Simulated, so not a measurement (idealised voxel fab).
This is a process module. Its name is voxel wiring stack.
The figure presents cross-section cut, which has a width of 165 nm and is divided into square cells with an edge length of 5 nm.
A cross-section is a grid of square cells, given in bands from the top down. A band is one or more rows of cells.
It is stipulated that each band's entry specify, in nanometres, the height of the top of the band and then that of its bottom, followed by the materials of the band in left-to-right sequence, each together with its width in nanometres. A single material marked by the word "all across" is understood to fill the band from edge to edge; the word "air" is understood to denote empty space.
Measure heights from 0. That's the level where, below it, the as-received wafer is all one material. The lowest band is bottomless and extends downward; write it as in "0 nm and below".
It should be noted that a width expressed as "30..40" varies in equal increments from row to row of cells within the band, taking the value of the first number at the top row and that of the second number at the bottom row.
"nothing got changed" means the step left every cell of the cross-section as it was.
Each empty space that has no open way to the top and spans at least 8 cells appears under "Sealed cavities" as width x height at distance, the distance counted from the left edge, all in nm.
Read whatever lies past the settings on a step's line as the simulator's own remark about the step.
A step's line can hold "overlay nm"; with a mask on that step, the setting says how far right of the planned place the mask lay, while a negative setting says it lay to the left.
INTENDED PROCESS STEPS
step 1: RECEIVE (material Si)
step 2: CONFORMAL_DEP (material SiO2; thk nm 15)
step 3: DIRECTIONAL_DEP (material TiN; thk nm 5)
step 4: DIRECTIONAL_DEP (material Ru; thk nm 15)
step 5: MASKED_ETCH (tone cover; mask id METAL_1; width nm 25; pitch nm 50; etch materials Ru; depth nm 15; overlay nm 0)
step 6: MASKED_ETCH (tone cover; mask id METAL_1; width nm 25; pitch nm 50; etch materials TiN; depth nm 5; overlay nm 0)
step 7: CONFORMAL_DEP (material SiCN; thk nm 5)
step 8: FILL_DEP (material SiO2; thk nm 10)
step 9: CMP (height nm 35)
step 10: CONFORMAL_DEP (material SiCN; thk nm 5)
step 11: DIRECTIONAL_DEP (material SiO2; thk nm 30)
step 12: MASKED_ETCH (tone open; mask id METAL_2; width nm 15; pitch nm 50; etch materials SiO2; depth nm 15; overlay nm 0)
step 13: MASKED_ETCH (tone open; mask id METAL_2_HOLES; width nm 15; etch materials SiO2; depth nm 15; overlay nm 0)
step 14: MASKED_ETCH (tone open; mask id METAL_2_HOLES; width nm 15; etch materials SiCN; depth nm 5; overlay nm 0)
step 15: CONFORMAL_DEP (material TiN; thk nm 5)
step 16: FILL_DEP (material Cu; thk nm 5)
step 17: CMP (height nm 70)
step 18: CONFORMAL_DEP (material SiCN; thk nm 5)
Wafer-to-wafer difference: width nm, step 12. Common start. Plan = first wafer's value.
THE FIRST OF SEVERAL WAFERS IN CROSS-SECTION, EXACTLY AS IT REACHED US AFTER STEP 1
    0 nm and below | Si all across
    Sealed cavities: none
FIRST WAFER AT THE END, AFTER STEP 18
    75 nm to 70 nm | SiCN all across
    70 nm to 60 nm | SiO2 45 nm | TiN 5 nm | Cu 10 nm | TiN 5 nm | SiO2 35 nm | TiN 5 nm | Cu 5 nm | TiN 5 nm | SiO2 50 nm
    60 nm to 55 nm | SiO2 45 nm | TiN 20 nm | SiO2 35 nm | TiN 15 nm | SiO2 50 nm
    55 nm to 40 nm | SiO2 50 nm | TiN 10 nm | SiO2 105 nm
    40 nm to 35 nm | SiCN 50 nm | TiN 10 nm | SiCN 105 nm
    35 nm to 20 nm | SiO2 40 nm | SiCN 5 nm | Ru 25 nm | SiCN 5 nm | SiO2 15 nm | SiCN 5 nm | Ru 25 nm | SiCN 5 nm | SiO2 40 nm
    20 nm to 15 nm | SiCN 45 nm | TiN 25 nm | SiCN 25 nm | TiN 25 nm | SiCN 45 nm
    15 nm to 0 nm | SiO2 all across
    0 nm and below | Si all across
    Sealed cavities: none
CROSS-SECTION, LAST WAFER, MODULE COMPLETION
    75 nm to 70 nm | SiCN all across
    70 nm to 60 nm | SiO2 40 nm | TiN 5 nm | Cu 25 nm | TiN 5 nm | SiO2 15 nm | TiN 5 nm | Cu 25 nm | TiN 5 nm | SiO2 40 nm
    60 nm to 55 nm | SiO2 40 nm | TiN 10 nm | Cu 5 nm | TiN 20 nm | SiO2 15 nm | TiN 35 nm | SiO2 40 nm
    55 nm to 40 nm | SiO2 45 nm | TiN 5 nm | Cu 5 nm | TiN 5 nm | SiO2 105 nm
    40 nm to 35 nm | SiCN 45 nm | TiN 15 nm | SiCN 105 nm
    35 nm to 20 nm | SiO2 40 nm | SiCN 5 nm | Ru 25 nm | SiCN 5 nm | SiO2 15 nm | SiCN 5 nm | Ru 25 nm | SiCN 5 nm | SiO2 40 nm
    20 nm to 15 nm | SiCN 45 nm | TiN 25 nm | SiCN 25 nm | TiN 25 nm | SiCN 45 nm
    15 nm to 0 nm | SiO2 all across
    0 nm and below | Si all across
    Sealed cavities: none
THE FOLLOWING TABLE CONTAINS A ROW PER WAFER, IN WHICH ARE REPORTED, AT THE CONCLUSION OF THE MODULE, THE CELLS OF EACH MATERIAL GAINED (+) OR LOST (-) SINCE THE WAFER'S RECEIPT, WITH ITS CLOSED VOIDS GIVEN THEREAFTER
width nm 15; +6 Cu; +30 Ru; +99 SiCN; +327 SiO2; +33 TiN; Sealed cavities: none
width nm 20; +10 Cu; +30 Ru; +99 SiCN; +321 SiO2; +35 TiN; Sealed cavities: none
width nm 25; +16 Cu; +30 Ru; +98 SiCN; +315 SiO2; +36 TiN; Sealed cavities: none
width nm 30; +20 Cu; +30 Ru; +98 SiCN; +309 SiO2; +38 TiN; Sealed cavities: none
width nm 35; +24 Cu; +30 Ru; +98 SiCN; +303 SiO2; +40 TiN; Sealed cavities: none
